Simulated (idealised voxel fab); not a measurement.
process module | voxel tone inversion
cross-section cut | 270 nm wide | cells 5 nm
A cross-section is a grid of square cells, given in bands from the top down. A band is one or more rows of cells.
Each band's line starts with the height of the band's top and of its bottom, in nm. Then come its materials from left to right, each with its width in nm. One material with "throughout" fills the band from edge to edge. "air" is empty space.
Height 0 is the level under which the wafer as received is all one material. The lowest band goes on downwards, as in "0 down".
A width such as "30 to 40" changes by the same amount from each row of cells to the next, from the band's top row to its bottom row.
"no change" after a step means that no cell of the cross-section changed.
closed voids: empty space of 8 cells or more with no open way to the top, each as width x height at its distance from the left edge, in nm
after a step's settings: what the simulator itself notes on the step
overlay nm, on a step with a mask: how far to the right of its planned place the mask lay; to the left if negative
plan
1 op RECEIVE | material Si
2 op CONFORMAL_DEP | material SiCN | thk nm 5
3 op DIRECTIONAL_DEP | material aC | thk nm 25
4 op PATTERN | tone cover | mask id POSTS | material resist | width nm 25 | pitch nm 45 | thk nm 35 | overlay nm -15
5 op DIRECTIONAL_ETCH | etch materials aC | depth nm 25
6 op STRIP | etch materials resist
7 op FILL_DEP | material lowk | thk nm 5
8 op CMP | height nm 30
9 op STRIP | etch materials aC
varied across the wafers: overlay nm of step 4. The plan shows the first wafer's value. All wafers start alike
first wafer as received, after step 1
  0 down: Si throughout
  closed voids: none
first wafer at the end, after step 9
  30 to 5: lowk 85 | air 25 | lowk 20 | air 25 | lowk 115
  5 to 0: SiCN throughout
  0 down: Si throughout
  closed voids: none
last wafer at the end
  30 to 5: lowk 115 | air 25 | lowk 20 | air 25 | lowk 85
  5 to 0: SiCN throughout
  0 down: Si throughout
  closed voids: none
each wafer at the end: cells of each material gained (+) or lost (-) since it was received, then its closed voids
overlay nm -15 | +54 SiCN | +220 lowk | closed voids: none
overlay nm -10 | +54 SiCN | +220 lowk | closed voids: none
overlay nm -5 | +54 SiCN | +220 lowk | closed voids: none
overlay nm 0 | +54 SiCN | +220 lowk | closed voids: none
overlay nm 5 | +54 SiCN | +220 lowk | closed voids: none
overlay nm 10 | +54 SiCN | +220 lowk | closed voids: none
overlay nm 15 | +54 SiCN | +220 lowk | closed voids: none
